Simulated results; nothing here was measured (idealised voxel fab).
process module | voxel released beams
Cross-section cut spans 210 nm and uses square cells 5 nm in size.
When this document writes out a cross-section, it uses a grid of square cells and lists it as bands, beginning at the top and moving down, with a band standing for one or more rows of cells.
For a band, the entry starts with two heights in nm, that of the top and then that of the bottom, and carries on with the band's materials in order from left to right, each alongside its width in nm; the word "everywhere" beside a single material means it fills the band edge to edge, and "blank" means empty space.
Note: height 0 marks the level under which the wafer is uniformly one material as received. Lowest band unbounded below, written "0 -> down".
You'd read "30->40" like this: the band's top row of cells is as wide as the first number, its bottom row is as wide as the second, and going down, every row changes width by the same amount as the row before did.
"nothing different" means the step left every cell of the cross-section as it was.
Basically, "Enclosed void catalog" tells you about the enclosed voids: empty spaces with no open way to the top, 8 cells or bigger, each written width x height at distance, where distance is from the left edge, all in nm.
That trailing text on a step's line, after the settings, is the simulator's own remark on the step.
overlay nm: where the mask lay relative to plan, measured to the right, on steps with a mask; negatives go left.
Below is the list of planned process steps:
- 1: RECEIVE | material Si
- 2: CONFORMAL_DEP | material Al2O3 | thk nm 10
- 3: DIRECTIONAL_DEP | material SiO2 | thk nm 15
- 4: MASKED_ETCH | tone open | mask id ANCHOR | width nm 40 | etch materials SiO2 | depth nm 15 | overlay nm 0
- 5: CONFORMAL_DEP | material SiN | thk nm 15
- 6: MASKED_ETCH | tone cover | mask id BEAM | width nm 125 | etch materials SiN | depth nm 15 | overlay nm 0
- 7: STRIP | etch materials SiO2
Wafer, first of two, run as planned:
Cross-section of the incoming wafer, state after step 1:
	0 -> down = Si everywhere
	Enclosed void catalog: none
Cross-section: wafer state after step 2:
	10 -> 0 = Al2O3 everywhere
	Below 0, the layers are the same as they were.
Cross-section: wafer state after step 3:
	25 -> 10 = SiO2 everywhere
	Below 10, the layers are the same as they were.
Cross-section: wafer state after step 4:
	25 -> 10 = SiO2 45 nm, then blank 40 nm, then SiO2 125 nm
	Below 10, the layers are the same as they were.
Cross-section: wafer state after step 5:
	40 -> 25 = SiN 60 nm, then blank 10 nm, then SiN 140 nm
	25 -> 10 = SiO2 45 nm, then SiN 40 nm, then SiO2 125 nm
	Below 10, the layers are the same as they were.
Cross-section: wafer state after step 6:
	40 -> 25 = blank 40 nm, then SiN 20 nm, then blank 10 nm, then SiN 95 nm, then blank 45 nm
	Below 25, the layers are the same as they were.
Cross-section: wafer state after step 7:
	40 -> 25 = blank 40 nm, then SiN 20 nm, then blank 10 nm, then SiN 95 nm, then blank 45 nm
	25 -> 10 = blank 45 nm, then SiN 40 nm, then blank 125 nm
	Below 10, the layers are the same as they were.
Second Wafer (Identical Start and Plan, One Processing Error; Matches First Wafer Through Step 4):
X-section, second wafer, when step 5 was due to finish:
	55 -> 25 = SiN everywhere
	25 -> 10 = SiO2 45 nm, then SiN 40 nm, then SiO2 125 nm
	Below 10, the layers are the same as they were.
X-section, second wafer, when step 6 was due to finish:
	55 -> 40 = blank 40 nm, then SiN 125 nm, then blank 45 nm
	Below 40, the layers are the same as they were.
X-section, second wafer, when step 7 was due to finish: nothing different
What went wrong in running the wafer? step 5 in the plan was executed twice
Bottom line after processing is that, in cells, the second wafer is up or down on some materials versus the first: SiN: 132 more, SiO2: 102 more
